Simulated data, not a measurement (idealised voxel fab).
Title: Process Module voxel wiring stack
This is section cut - it's 230 nm across, gridded in 5 nm square cells.
Cross-section spec: square-cell grid; bands listed top down; each band is one or more rows.
Quick guide to a band line: top height, bottom height (nm) up front; then every material left to right with its width in nm. Only one material and it's marked "all across"? Then it fills the band edge to edge. And "blank" just means empty space.
For the purposes of this specification, 0 denotes the height below which the wafer in its as-received condition is composed wholly of one material, and the lowermost band, lacking a lower limit, extends downward without end, as expressed in "0 -> down".
Note: "30..40" means the width goes from the first number (top row of the band) to the second number (bottom row) in equal steps per row of cells.
"remains unaltered" after a step means that no cell of the cross-section changed.
Entry "Fully sealed cavities" = empty spaces >= 8 cells with no open way to the top; each as width x height at distance, distance from left edge, all nm.
Formally, on a step line, whatever follows the settings is a remark that the simulator itself makes on the step.
The "overlay nm" setting may appear on a step's line; for a step that uses a mask, it gives how far to the right of its planned position the mask lay, and a negative value indicates the left.

## Set out below are the planned steps of the process
- 1: RECEIVE, material Si
- 2: CONFORMAL_DEP, material SiO2, thk nm 15
- 3: CONFORMAL_DEP, material SiN, thk nm 5
- 4: DIRECTIONAL_DEP, material lowk, thk nm 15
- 5: PATTERN, tone open, mask id METAL_1, material resist, width nm 20, pitch nm 50, thk nm 20, overlay nm 0
- 6: DIRECTIONAL_ETCH, etch materials lowk, depth nm 15
- 7: DIRECTIONAL_ETCH, etch materials SiN, depth nm 5
- 8: STRIP, etch materials resist
- 9: CONFORMAL_DEP, material TiN, thk nm 5
- 10: FILL_DEP, material W, thk nm 10
- 11: CMP, height nm 35
- 12: EPI, material Ru, thk nm 5
- 13: FILL_DEP, material SiCN, thk nm 5
- 14: DIRECTIONAL_DEP, material lowk, thk nm 30
- 15: PATTERN, tone open, mask id METAL_2_HOLES, material resist, width nm 15, pitch nm 50, thk nm 20, overlay nm 0
- 16: DIRECTIONAL_ETCH, etch materials lowk, depth nm 30
- 17: STRIP, etch materials resist
- 18: DIRECTIONAL_DEP, material aC, thk nm 15
- 19: PATTERN, tone open, mask id METAL_2, material resist, width nm 20, pitch nm 50, thk nm 30, overlay nm 0
- 20: DIRECTIONAL_ETCH, etch materials aC, depth nm 15
- 21: STRIP, etch materials resist
- 22: DIRECTIONAL_ETCH, etch materials lowk, depth nm 20
- 23: DIRECTIONAL_ETCH, etch materials SiCN, depth nm 5
- 24: STRIP, etch materials aC
- 25: CONFORMAL_DEP, material TiN, thk nm 5
- 26: FILL_DEP, material Cu, thk nm 5
- 27: CMP, height nm 75
- 28: CONFORMAL_DEP, material SiCN, thk nm 5
- 29: DIRECTIONAL_DEP, material lowk, thk nm 25
- 30: MASKED_ETCH, tone open, mask id METAL_3_HOLES, width nm 15, pitch nm 50, etch materials lowk, depth nm 25, overlay nm 0
- 31: DIRECTIONAL_DEP, material aC, thk nm 10
- 32: PATTERN, tone open, mask id METAL_3, material resist, width nm 20, pitch nm 50, thk nm 30, overlay nm 0
- 33: DIRECTIONAL_ETCH, etch materials aC, depth nm 10
- 34: STRIP, etch materials resist
- 35: DIRECTIONAL_ETCH, etch materials lowk, depth nm 15
- 36: DIRECTIONAL_ETCH, etch materials SiCN, depth nm 5
- 37: STRIP, etch materials aC
- 38: CONFORMAL_DEP, material TiN, thk nm 5
- 39: FILL_DEP, material Ru, thk nm 5
- 40: CMP, height nm 105
- 41: CONFORMAL_DEP, material SiN, thk nm 5

## Run as planned: first of two wafers

## Here's what the wafer looked like in cross-section when it arrived - that's after step 1
	0 -> down | Si all across
	Fully sealed cavities: none

## Cross-sectional representation of the wafer at the conclusion of step 2
	15 -> 0 | SiO2 all across
	For the remainder of the cross-section, below 0, there is no change.

## Cross-sectional representation of the wafer at the conclusion of step 3
	20 -> 15 | SiN all across
	For the remainder of the cross-section, below 15, there is no change.

## Cross-sectional representation of the wafer at the conclusion of step 4
	35 -> 20 | lowk all across
	For the remainder of the cross-section, below 20, there is no change.

## Cross-sectional representation of the wafer at the conclusion of step 5
	55 -> 35 | resist: 30 / blank: 20 / resist: 30 / blank: 20 / resist: 30 / blank: 20 / resist: 30 / blank: 20 / resist: 30
	For the remainder of the cross-section, below 35, there is no change.

## Cross-sectional representation of the wafer at the conclusion of step 6
	55 -> 35 | resist: 30 / blank: 20 / resist: 30 / blank: 20 / resist: 30 / blank: 20 / resist: 30 / blank: 20 / resist: 30
	35 -> 20 | lowk: 30 / blank: 20 / lowk: 30 / blank: 20 / lowk: 30 / blank: 20 / lowk: 30 / blank: 20 / lowk: 30
	For the remainder of the cross-section, below 20, there is no change.

## Cross-sectional representation of the wafer at the conclusion of step 7
	55 -> 35 | resist: 30 / blank: 20 / resist: 30 / blank: 20 / resist: 30 / blank: 20 / resist: 30 / blank: 20 / resist: 30
	35 -> 20 | lowk: 30 / blank: 20 / lowk: 30 / blank: 20 / lowk: 30 / blank: 20 / lowk: 30 / blank: 20 / lowk: 30
	20 -> 15 | SiN: 30 / blank: 20 / SiN: 30 / blank: 20 / SiN: 30 / blank: 20 / SiN: 30 / blank: 20 / SiN: 30
	For the remainder of the cross-section, below 15, there is no change.

## Cross-sectional representation of the wafer at the conclusion of step 8
	35 -> 20 | lowk: 30 / blank: 20 / lowk: 30 / blank: 20 / lowk: 30 / blank: 20 / lowk: 30 / blank: 20 / lowk: 30
	For the remainder of the cross-section, below 20, there is no change.

## Cross-sectional representation of the wafer at the conclusion of step 9
	40 -> 35 | TiN: 35 / blank: 10 / TiN: 40 / blank: 10 / TiN: 40 / blank: 10 / TiN: 40 / blank: 10 / TiN: 35
	35 -> 20 | lowk: 30 / TiN: 5 / blank: 10 / TiN: 5 / lowk: 30 / TiN: 5 / blank: 10 / TiN: 5 / lowk: 30 / TiN: 5 / blank: 10 / TiN: 5 / lowk: 30 / TiN: 5 / blank: 10 / TiN: 5 / lowk: 30
	20 -> 15 | SiN: 30 / TiN: 20 / SiN: 30 / TiN: 20 / SiN: 30 / TiN: 20 / SiN: 30 / TiN: 20 / SiN: 30
	For the remainder of the cross-section, below 15, there is no change.

## Cross-sectional representation of the wafer at the conclusion of step 10
	50 -> 40 | W all across
	40 -> 35 | TiN: 35 / W: 10 / TiN: 40 / W: 10 / TiN: 40 / W: 10 / TiN: 40 / W: 10 / TiN: 35
	35 -> 20 | lowk: 30 / TiN: 5 / W: 10 / TiN: 5 / lowk: 30 / TiN: 5 / W: 10 / TiN: 5 / lowk: 30 / TiN: 5 / W: 10 / TiN: 5 / lowk: 30 / TiN: 5 / W: 10 / TiN: 5 / lowk: 30
	For the remainder of the cross-section, below 20, there is no change.

## Cross-sectional representation of the wafer at the conclusion of step 11
	35 -> 20 | lowk: 30 / TiN: 5 / W: 10 / TiN: 5 / lowk: 30 / TiN: 5 / W: 10 / TiN: 5 / lowk: 30 / TiN: 5 / W: 10 / TiN: 5 / lowk: 30 / TiN: 5 / W: 10 / TiN: 5 / lowk: 30
	For the remainder of the cross-section, below 20, there is no change.

## Cross-sectional representation of the wafer at the conclusion of step 12
	40 -> 35 | blank: 25 / Ru: 30 / blank: 20 / Ru: 30 / blank: 20 / Ru: 30 / blank: 20 / Ru: 30 / blank: 25
	For the remainder of the cross-section, below 35, there is no change.

## Cross-sectional representation of the wafer at the conclusion of step 13
	45 -> 40 | SiCN all across
	40 -> 35 | SiCN: 25 / Ru: 30 / SiCN: 20 / Ru: 30 / SiCN: 20 / Ru: 30 / SiCN: 20 / Ru: 30 / SiCN: 25
	For the remainder of the cross-section, below 35, there is no change.

## Cross-sectional representation of the wafer at the conclusion of step 14
	75 -> 45 | lowk all across
	For the remainder of the cross-section, below 45, there is no change.

## Cross-sectional representation of the wafer at the conclusion of step 15
	95 -> 75 | resist: 30 / blank: 15 / resist: 35 / blank: 15 / resist: 35 / blank: 15 / resist: 35 / blank: 15 / resist: 35
	For the remainder of the cross-section, below 75, there is no change.

## Cross-sectional representation of the wafer at the conclusion of step 16
	95 -> 75 | resist: 30 / blank: 15 / resist: 35 / blank: 15 / resist: 35 / blank: 15 / resist: 35 / blank: 15 / resist: 35
	75 -> 45 | lowk: 30 / blank: 15 / lowk: 35 / blank: 15 / lowk: 35 / blank: 15 / lowk: 35 / blank: 15 / lowk: 35
	For the remainder of the cross-section, below 45, there is no change.

## Cross-sectional representation of the wafer at the conclusion of step 17
	75 -> 45 | lowk: 30 / blank: 15 / lowk: 35 / blank: 15 / lowk: 35 / blank: 15 / lowk: 35 / blank: 15 / lowk: 35
	For the remainder of the cross-section, below 45, there is no change.

## Cross-sectional representation of the wafer at the conclusion of step 18
	90 -> 75 | aC: 30 / blank: 15 / aC: 35 / blank: 15 / aC: 35 / blank: 15 / aC: 35 / blank: 15 / aC: 35
	75 -> 60 | lowk: 30 / blank: 15 / lowk: 35 / blank: 15 / lowk: 35 / blank: 15 / lowk: 35 / blank: 15 / lowk: 35
	60 -> 45 | lowk: 30 / aC: 15 / lowk: 35 / aC: 15 / lowk: 35 / aC: 15 / lowk: 35 / aC: 15 / lowk: 35
	For the remainder of the cross-section, below 45, there is no change.

## Cross-sectional representation of the wafer at the conclusion of step 19
	120 -> 90 | resist: 30 / blank: 20 / resist: 30 / blank: 20 / resist: 30 / blank: 20 / resist: 30 / blank: 20 / resist: 30
	For the remainder of the cross-section, below 90, there is no change.

## Cross-sectional representation of the wafer at the conclusion of step 20
	105 -> 90 | resist: 30 / blank: 20 / resist: 30 / blank: 20 / resist: 30 / blank: 20 / resist: 30 / blank: 20 / resist: 30
	90 -> 75 | aC: 30 / blank: 20 / aC: 30 / blank: 20 / aC: 30 / blank: 20 / aC: 30 / blank: 20 / aC: 30
	75 -> 45 | lowk: 30 / blank: 15 / lowk: 35 / blank: 15 / lowk: 35 / blank: 15 / lowk: 35 / blank: 15 / lowk: 35
	For the remainder of the cross-section, below 45, there is no change.

## Cross-sectional representation of the wafer at the conclusion of step 21
	90 -> 75 | aC: 30 / blank: 20 / aC: 30 / blank: 20 / aC: 30 / blank: 20 / aC: 30 / blank: 20 / aC: 30
	For the remainder of the cross-section, below 75, there is no change.

## Cross-sectional representation of the wafer at the conclusion of step 22
	90 -> 75 | aC: 30 / blank: 20 / aC: 30 / blank: 20 / aC: 30 / blank: 20 / aC: 30 / blank: 20 / aC: 30
	75 -> 55 | lowk: 30 / blank: 20 / lowk: 30 / blank: 20 / lowk: 30 / blank: 20 / lowk: 30 / blank: 20 / lowk: 30
	For the remainder of the cross-section, below 55, there is no change.

## Cross-sectional representation of the wafer at the conclusion of step 23
	90 -> 75 | aC: 30 / blank: 20 / aC: 30 / blank: 20 / aC: 30 / blank: 20 / aC: 30 / blank: 20 / aC: 30
	75 -> 55 | lowk: 30 / blank: 20 / lowk: 30 / blank: 20 / lowk: 30 / blank: 20 / lowk: 30 / blank: 20 / lowk: 30
	55 -> 45 | lowk: 30 / blank: 15 / lowk: 35 / blank: 15 / lowk: 35 / blank: 15 / lowk: 35 / blank: 15 / lowk: 35
	45 -> 40 | SiCN: 30 / blank: 15 / SiCN: 35 / blank: 15 / SiCN: 35 / blank: 15 / SiCN: 35 / blank: 15 / SiCN: 35
	For the remainder of the cross-section, below 40, there is no change.

## Cross-sectional representation of the wafer at the conclusion of step 24
	75 -> 55 | lowk: 30 / blank: 20 / lowk: 30 / blank: 20 / lowk: 30 / blank: 20 / lowk: 30 / blank: 20 / lowk: 30
	For the remainder of the cross-section, below 55, there is no change.

## Cross-sectional representation of the wafer at the conclusion of step 25
	80 -> 75 | TiN: 35 / blank: 10 / TiN: 40 / blank: 10 / TiN: 40 / blank: 10 / TiN: 40 / blank: 10 / TiN: 35
	75 -> 60 | lowk: 30 / TiN: 5 / blank: 10 / TiN: 5 / lowk: 30 / TiN: 5 / blank: 10 / TiN: 5 / lowk: 30 / TiN: 5 / blank: 10 / TiN: 5 / lowk: 30 / TiN: 5 / blank: 10 / TiN: 5 / lowk: 30
	60 -> 55 | lowk: 30 / TiN: 5 / blank: 5 / TiN: 10 / lowk: 30 / TiN: 5 / blank: 5 / TiN: 10 / lowk: 30 / TiN: 5 / blank: 5 / TiN: 10 / lowk: 30 / TiN: 5 / blank: 5 / TiN: 10 / lowk: 30
	55 -> 45 | lowk: 30 / TiN: 5 / blank: 5 / TiN: 5 / lowk: 35 / TiN: 5 / blank: 5 / TiN: 5 / lowk: 35 / TiN: 5 / blank: 5 / TiN: 5 / lowk: 35 / TiN: 5 / blank: 5 / TiN: 5 / lowk: 35
	45 -> 40 | SiCN: 30 / TiN: 15 / SiCN: 35 / TiN: 15 / SiCN: 35 / TiN: 15 / SiCN: 35 / TiN: 15 / SiCN: 35
	For the remainder of the cross-section, below 40, there is no change.

## Cross-sectional representation of the wafer at the conclusion of step 26
	85 -> 80 | Cu all across
	80 -> 75 | TiN: 35 / Cu: 10 / TiN: 40 / Cu: 10 / TiN: 40 / Cu: 10 / TiN: 40 / Cu: 10 / TiN: 35
	75 -> 60 | lowk: 30 / TiN: 5 / Cu: 10 / TiN: 5 / lowk: 30 / TiN: 5 / Cu: 10 / TiN: 5 / lowk: 30 / TiN: 5 / Cu: 10 / TiN: 5 / lowk: 30 / TiN: 5 / Cu: 10 / TiN: 5 / lowk: 30
	60 -> 55 | lowk: 30 / TiN: 5 / Cu: 5 / TiN: 10 / lowk: 30 / TiN: 5 / Cu: 5 / TiN: 10 / lowk: 30 / TiN: 5 / Cu: 5 / TiN: 10 / lowk: 30 / TiN: 5 / Cu: 5 / TiN: 10 / lowk: 30
	55 -> 45 | lowk: 30 / TiN: 5 / Cu: 5 / TiN: 5 / lowk: 35 / TiN: 5 / Cu: 5 / TiN: 5 / lowk: 35 / TiN: 5 / Cu: 5 / TiN: 5 / lowk: 35 / TiN: 5 / Cu: 5 / TiN: 5 / lowk: 35
	For the remainder of the cross-section, below 45, there is no change.

## Cross-sectional representation of the wafer at the conclusion of step 27
	75 -> 60 | lowk: 30 / TiN: 5 / Cu: 10 / TiN: 5 / lowk: 30 / TiN: 5 / Cu: 10 / TiN: 5 / lowk: 30 / TiN: 5 / Cu: 10 / TiN: 5 / lowk: 30 / TiN: 5 / Cu: 10 / TiN: 5 / lowk: 30
	For the remainder of the cross-section, below 60, there is no change.

## Cross-sectional representation of the wafer at the conclusion of step 28
	80 -> 75 | SiCN all across
	For the remainder of the cross-section, below 75, there is no change.

## Cross-sectional representation of the wafer at the conclusion of step 29
	105 -> 80 | lowk all across
	For the remainder of the cross-section, below 80, there is no change.

## Cross-sectional representation of the wafer at the conclusion of step 30
	105 -> 80 | lowk: 30 / blank: 15 / lowk: 35 / blank: 15 / lowk: 35 / blank: 15 / lowk: 35 / blank: 15 / lowk: 35
	For the remainder of the cross-section, below 80, there is no change.

## Cross-sectional representation of the wafer at the conclusion of step 31
	115 -> 105 | aC: 30 / blank: 15 / aC: 35 / blank: 15 / aC: 35 / blank: 15 / aC: 35 / blank: 15 / aC: 35
	105 -> 90 | lowk: 30 / blank: 15 / lowk: 35 / blank: 15 / lowk: 35 / blank: 15 / lowk: 35 / blank: 15 / lowk: 35
	90 -> 80 | lowk: 30 / aC: 15 / lowk: 35 / aC: 15 / lowk: 35 / aC: 15 / lowk: 35 / aC: 15 / lowk: 35
	For the remainder of the cross-section, below 80, there is no change.

## Cross-sectional representation of the wafer at the conclusion of step 32
	145 -> 115 | resist: 30 / blank: 20 / resist: 30 / blank: 20 / resist: 30 / blank: 20 / resist: 30 / blank: 20 / resist: 30
	For the remainder of the cross-section, below 115, there is no change.

## Cross-sectional representation of the wafer at the conclusion of step 33
	135 -> 115 | resist: 30 / blank: 20 / resist: 30 / blank: 20 / resist: 30 / blank: 20 / resist: 30 / blank: 20 / resist: 30
	115 -> 105 | aC: 30 / blank: 20 / aC: 30 / blank: 20 / aC: 30 / blank: 20 / aC: 30 / blank: 20 / aC: 30
	105 -> 80 | lowk: 30 / blank: 15 / lowk: 35 / blank: 15 / lowk: 35 / blank: 15 / lowk: 35 / blank: 15 / lowk: 35
	For the remainder of the cross-section, below 80, there is no change.

## Cross-sectional representation of the wafer at the conclusion of step 34
	115 -> 105 | aC: 30 / blank: 20 / aC: 30 / blank: 20 / aC: 30 / blank: 20 / aC: 30 / blank: 20 / aC: 30
	For the remainder of the cross-section, below 105, there is no change.

## Cross-sectional representation of the wafer at the conclusion of step 35
	115 -> 105 | aC: 30 / blank: 20 / aC: 30 / blank: 20 / aC: 30 / blank: 20 / aC: 30 / blank: 20 / aC: 30
	105 -> 90 | lowk: 30 / blank: 20 / lowk: 30 / blank: 20 / lowk: 30 / blank: 20 / lowk: 30 / blank: 20 / lowk: 30
	For the remainder of the cross-section, below 90, there is no change.

## Cross-sectional representation of the wafer at the conclusion of step 36
	115 -> 105 | aC: 30 / blank: 20 / aC: 30 / blank: 20 / aC: 30 / blank: 20 / aC: 30 / blank: 20 / aC: 30
	105 -> 90 | lowk: 30 / blank: 20 / lowk: 30 / blank: 20 / lowk: 30 / blank: 20 / lowk: 30 / blank: 20 / lowk: 30
	90 -> 80 | lowk: 30 / blank: 15 / lowk: 35 / blank: 15 / lowk: 35 / blank: 15 / lowk: 35 / blank: 15 / lowk: 35
	80 -> 75 | SiCN: 30 / blank: 15 / SiCN: 35 / blank: 15 / SiCN: 35 / blank: 15 / SiCN: 35 / blank: 15 / SiCN: 35
	For the remainder of the cross-section, below 75, there is no change.

## Cross-sectional representation of the wafer at the conclusion of step 37
	105 -> 90 | lowk: 30 / blank: 20 / lowk: 30 / blank: 20 / lowk: 30 / blank: 20 / lowk: 30 / blank: 20 / lowk: 30
	For the remainder of the cross-section, below 90, there is no change.

## Cross-sectional representation of the wafer at the conclusion of step 38
	110 -> 105 | TiN: 35 / blank: 10 / TiN: 40 / blank: 10 / TiN: 40 / blank: 10 / TiN: 40 / blank: 10 / TiN: 35
	105 -> 95 | lowk: 30 / TiN: 5 / blank: 10 / TiN: 5 / lowk: 30 / TiN: 5 / blank: 10 / TiN: 5 / lowk: 30 / TiN: 5 / blank: 10 / TiN: 5 / lowk: 30 / TiN: 5 / blank: 10 / TiN: 5 / lowk: 30
	95 -> 90 | lowk: 30 / TiN: 5 / blank: 5 / TiN: 10 / lowk: 30 / TiN: 5 / blank: 5 / TiN: 10 / lowk: 30 / TiN: 5 / blank: 5 / TiN: 10 / lowk: 30 / TiN: 5 / blank: 5 / TiN: 10 / lowk: 30
	90 -> 80 | lowk: 30 / TiN: 5 / blank: 5 / TiN: 5 / lowk: 35 / TiN: 5 / blank: 5 / TiN: 5 / lowk: 35 / TiN: 5 / blank: 5 / TiN: 5 / lowk: 35 / TiN: 5 / blank: 5 / TiN: 5 / lowk: 35
	80 -> 75 | SiCN: 30 / TiN: 15 / SiCN: 35 / TiN: 15 / SiCN: 35 / TiN: 15 / SiCN: 35 / TiN: 15 / SiCN: 35
	For the remainder of the cross-section, below 75, there is no change.

## Cross-sectional representation of the wafer at the conclusion of step 39
	115 -> 110 | Ru all across
	110 -> 105 | TiN: 35 / Ru: 10 / TiN: 40 / Ru: 10 / TiN: 40 / Ru: 10 / TiN: 40 / Ru: 10 / TiN: 35
	105 -> 95 | lowk: 30 / TiN: 5 / Ru: 10 / TiN: 5 / lowk: 30 / TiN: 5 / Ru: 10 / TiN: 5 / lowk: 30 / TiN: 5 / Ru: 10 / TiN: 5 / lowk: 30 / TiN: 5 / Ru: 10 / TiN: 5 / lowk: 30
	95 -> 90 | lowk: 30 / TiN: 5 / Ru: 5 / TiN: 10 / lowk: 30 / TiN: 5 / Ru: 5 / TiN: 10 / lowk: 30 / TiN: 5 / Ru: 5 / TiN: 10 / lowk: 30 / TiN: 5 / Ru: 5 / TiN: 10 / lowk: 30
	90 -> 80 | lowk: 30 / TiN: 5 / Ru: 5 / TiN: 5 / lowk: 35 / TiN: 5 / Ru: 5 / TiN: 5 / lowk: 35 / TiN: 5 / Ru: 5 / TiN: 5 / lowk: 35 / TiN: 5 / Ru: 5 / TiN: 5 / lowk: 35
	For the remainder of the cross-section, below 80, there is no change.

## Cross-sectional representation of the wafer at the conclusion of step 40
	105 -> 95 | lowk: 30 / TiN: 5 / Ru: 10 / TiN: 5 / lowk: 30 / TiN: 5 / Ru: 10 / TiN: 5 / lowk: 30 / TiN: 5 / Ru: 10 / TiN: 5 / lowk: 30 / TiN: 5 / Ru: 10 / TiN: 5 / lowk: 30
	For the remainder of the cross-section, below 95, there is no change.

## Cross-sectional representation of the wafer at the conclusion of step 41
	110 -> 105 | SiN all across
	For the remainder of the cross-section, below 105, there is no change.

## The remaining wafer, second of the two, started like the first and was run to the same plan, except that one mistake was made along the way; the two coincide through step 31, inclusive

## X-section, second wafer, when step 32 was due to finish
	145 -> 115 | blank: 30 / resist: 20 / blank: 30 / resist: 20 / blank: 30 / resist: 20 / blank: 30 / resist: 20 / blank: 30
	115 -> 105 | aC: 30 / resist: 15 / aC: 35 / resist: 15 / aC: 35 / resist: 15 / aC: 35 / resist: 15 / aC: 35
	105 -> 90 | lowk: 30 / resist: 15 / lowk: 35 / resist: 15 / lowk: 35 / resist: 15 / lowk: 35 / resist: 15 / lowk: 35
	For the remainder of the cross-section, below 90, there is no change.

## X-section, second wafer, when step 33 was due to finish
	135 -> 115 | blank: 30 / resist: 20 / blank: 30 / resist: 20 / blank: 30 / resist: 20 / blank: 30 / resist: 20 / blank: 30
	115 -> 105 | blank: 30 / resist: 15 / aC: 5 / blank: 30 / resist: 15 / aC: 5 / blank: 30 / resist: 15 / aC: 5 / blank: 30 / resist: 15 / aC: 5 / blank: 30
	For the remainder of the cross-section, below 105, there is no change.

## X-section, second wafer, when step 34 was due to finish
	115 -> 105 | blank: 45 / aC: 5 / blank: 45 / aC: 5 / blank: 45 / aC: 5 / blank: 45 / aC: 5 / blank: 30
	105 -> 90 | lowk: 30 / blank: 15 / lowk: 35 / blank: 15 / lowk: 35 / blank: 15 / lowk: 35 / blank: 15 / lowk: 35
	For the remainder of the cross-section, below 90, there is no change.

## X-section, second wafer, when step 35 was due to finish
	115 -> 105 | blank: 45 / aC: 5 / blank: 45 / aC: 5 / blank: 45 / aC: 5 / blank: 45 / aC: 5 / blank: 30
	105 -> 90 | blank: 45 / lowk: 5 / blank: 45 / lowk: 5 / blank: 45 / lowk: 5 / blank: 45 / lowk: 5 / blank: 30
	For the remainder of the cross-section, below 90, there is no change.

X-section, second wafer, when step 36 was due to finish: remains unaltered

## X-section, second wafer, when step 37 was due to finish
	105 -> 90 | blank: 45 / lowk: 5 / blank: 45 / lowk: 5 / blank: 45 / lowk: 5 / blank: 45 / lowk: 5 / blank: 30
	90 -> 80 | lowk: 30 / blank: 15 / lowk: 35 / blank: 15 / lowk: 35 / blank: 15 / lowk: 35 / blank: 15 / lowk: 35
	For the remainder of the cross-section, below 80, there is no change.

## X-section, second wafer, when step 38 was due to finish
	110 -> 105 | blank: 40 / TiN: 15 / blank: 35 / TiN: 15 / blank: 35 / TiN: 15 / blank: 35 / TiN: 15 / blank: 25
	105 -> 95 | blank: 40 / TiN: 5 / lowk: 5 / TiN: 5 / blank: 35 / TiN: 5 / lowk: 5 / TiN: 5 / blank: 35 / TiN: 5 / lowk: 5 / TiN: 5 / blank: 35 / TiN: 5 / lowk: 5 / TiN: 5 / blank: 25
	95 -> 90 | TiN: 35 / blank: 5 / TiN: 5 / lowk: 5 / TiN: 35 / blank: 5 / TiN: 5 / lowk: 5 / TiN: 35 / blank: 5 / TiN: 5 / lowk: 5 / TiN: 35 / blank: 5 / TiN: 5 / lowk: 5 / TiN: 30
	90 -> 85 | lowk: 30 / TiN: 5 / blank: 5 / TiN: 5 / lowk: 35 / TiN: 5 / blank: 5 / TiN: 5 / lowk: 35 / TiN: 5 / blank: 5 / TiN: 5 / lowk: 35 / TiN: 5 / blank: 5 / TiN: 5 / lowk: 35
	85 -> 80 | lowk: 30 / TiN: 15 / lowk: 35 / TiN: 15 / lowk: 35 / TiN: 15 / lowk: 35 / TiN: 15 / lowk: 35
	For the remainder of the cross-section, below 80, there is no change.

## X-section, second wafer, when step 39 was due to finish
	115 -> 110 | Ru all across
	110 -> 105 | Ru: 40 / TiN: 15 / Ru: 35 / TiN: 15 / Ru: 35 / TiN: 15 / Ru: 35 / TiN: 15 / Ru: 25
	105 -> 95 | Ru: 40 / TiN: 5 / lowk: 5 / TiN: 5 / Ru: 35 / TiN: 5 / lowk: 5 / TiN: 5 / Ru: 35 / TiN: 5 / lowk: 5 / TiN: 5 / Ru: 35 / TiN: 5 / lowk: 5 / TiN: 5 / Ru: 25
	95 -> 90 | TiN: 35 / Ru: 5 / TiN: 5 / lowk: 5 / TiN: 35 / Ru: 5 / TiN: 5 / lowk: 5 / TiN: 35 / Ru: 5 / TiN: 5 / lowk: 5 / TiN: 35 / Ru: 5 / TiN: 5 / lowk: 5 / TiN: 30
	90 -> 85 | lowk: 30 / TiN: 5 / Ru: 5 / TiN: 5 / lowk: 35 / TiN: 5 / Ru: 5 / TiN: 5 / lowk: 35 / TiN: 5 / Ru: 5 / TiN: 5 / lowk: 35 / TiN: 5 / Ru: 5 / TiN: 5 / lowk: 35
	For the remainder of the cross-section, below 85, there is no change.

## X-section, second wafer, when step 40 was due to finish
	105 -> 95 | Ru: 40 / TiN: 5 / lowk: 5 / TiN: 5 / Ru: 35 / TiN: 5 / lowk: 5 / TiN: 5 / Ru: 35 / TiN: 5 / lowk: 5 / TiN: 5 / Ru: 35 / TiN: 5 / lowk: 5 / TiN: 5 / Ru: 25
	For the remainder of the cross-section, below 95, there is no change.

## X-section, second wafer, when step 41 was due to finish
	110 -> 105 | SiN all across
	For the remainder of the cross-section, below 105, there is no change.
The mistake made against the process plan was this: so step 32 ended up running with a different setting than we planned, it ran as PATTERN, tone cover, mask id METAL_3, material resist, width nm 20, pitch nm 50, thk nm 30, overlay nm 0
at the end the second wafer has, in cells: Ru +48, SiCN +12, TiN +18, lowk -78
